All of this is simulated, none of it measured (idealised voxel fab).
Documented hereafter: the process module known as voxel released beams.
Shown is cross-section cut, with a width of 210 nm and square cells of size 5 nm.
How to read a cross-section here: the picture is a grid of square cells, written as bands going from the top down, and any band can span one or more rows of cells. A band entry consists of two parts. The first gives the height of the band's top and the height of its bottom, in nm. The rest lists the band's materials from left to right, each with its width in nm. A single material labelled with the word "throughout" fills the band from edge to edge, and the word "blank" marks empty space. The level at which height equals 0 is the one under which the wafer, as it arrives, is entirely one material. No lower edge exists for the bottom band, which continues downward and is notated as in "from 0 down". Read "30->40" as a graded width: first number on top, second number at the bottom, same change between each pair of neighbouring rows. Given "left unchanged" for a step, no cell of the cross-section differs between before and after that step. So "Closed-off voids" is basically the list of trapped voids: any empty space of 8 cells or more that can't reach the top through an opening. They're written width x height at distance, the distance being from the left edge, and it's all nm. It should be noted that, on the line of a given step, the content following the step's settings is a remark produced by the simulator itself with respect to that step. A step line may carry the setting "overlay nm", which, for steps involving a mask, states the distance by which the mask lay to the right of its intended position; negative values denote displacement to the left.

[Steps in the process plan]
1) RECEIVE with material Si
2) CONFORMAL_DEP with material Al2O3, thk nm 10
3) DIRECTIONAL_DEP with material SiO2, thk nm 15
4) MASKED_ETCH with tone open, mask id ANCHOR, width nm 40, etch materials SiO2, depth nm 15, overlay nm 0
5) CONFORMAL_DEP with material SiN, thk nm 15
6) MASKED_ETCH with tone cover, mask id BEAM, width nm 125, etch materials SiN, depth nm 15, overlay nm 0
7) STRIP with etch materials SiO2

[The first of a set of two wafers, run to plan]

[So this is the incoming wafer in cross-section - it's already been through step 1]
    from 0 down = Si throughout
    Closed-off voids: none

[Take a look at the wafer's cross-section after step 2]
    from 10 to 0 = Al2O3 throughout
    Below 0, the layers are the same as they were.

[Take a look at the wafer's cross-section after step 3]
    from 25 to 10 = SiO2 throughout
    Below 10, the layers are the same as they were.

[Take a look at the wafer's cross-section after step 4]
    from 25 to 10 = 45 of SiO2, then 40 of blank, then 125 of SiO2
    Below 10, the layers are the same as they were.

[Take a look at the wafer's cross-section after step 5]
    from 40 to 25 = 60 of SiN, then 10 of blank, then 140 of SiN
    from 25 to 10 = 45 of SiO2, then 40 of SiN, then 125 of SiO2
    Below 10, the layers are the same as they were.

[Take a look at the wafer's cross-section after step 6]
    from 40 to 25 = 40 of blank, then 20 of SiN, then 10 of blank, then 95 of SiN, then 45 of blank
    Below 25, the layers are the same as they were.

[Take a look at the wafer's cross-section after step 7]
    from 40 to 25 = 40 of blank, then 20 of SiN, then 10 of blank, then 95 of SiN, then 45 of blank
    from 25 to 10 = 45 of blank, then 40 of SiN, then 125 of blank
    Below 10, the layers are the same as they were.

[The second wafer began exactly as the first did and followed the same plan, but one mistake was made while running it; through step 1 inclusive, the two wafers are identical]

[Planned end of step 2: second wafer, cross-section]
    from 15 to 0 = SiO2 throughout
    Below 0, the layers are the same as they were.

[Planned end of step 3: second wafer, cross-section]
    from 25 to 15 = Al2O3 throughout
    Below 15, the layers are the same as they were.

Planned end of step 4: second wafer, cross-section: left unchanged

[Planned end of step 5: second wafer, cross-section]
    from 40 to 25 = SiN throughout
    Below 25, the layers are the same as they were.

[Planned end of step 6: second wafer, cross-section]
    from 40 to 25 = 40 of blank, then 125 of SiN, then 45 of blank
    Below 25, the layers are the same as they were.

Planned end of step 7: second wafer, cross-section: left unchanged
Against the plan, the run slipped here: contrary to the plan, steps 2 and 3 were processed in exchanged order
At the finish, the second wafer shows more or fewer cells for some materials than the first does: -18 SiN; +126 SiO2
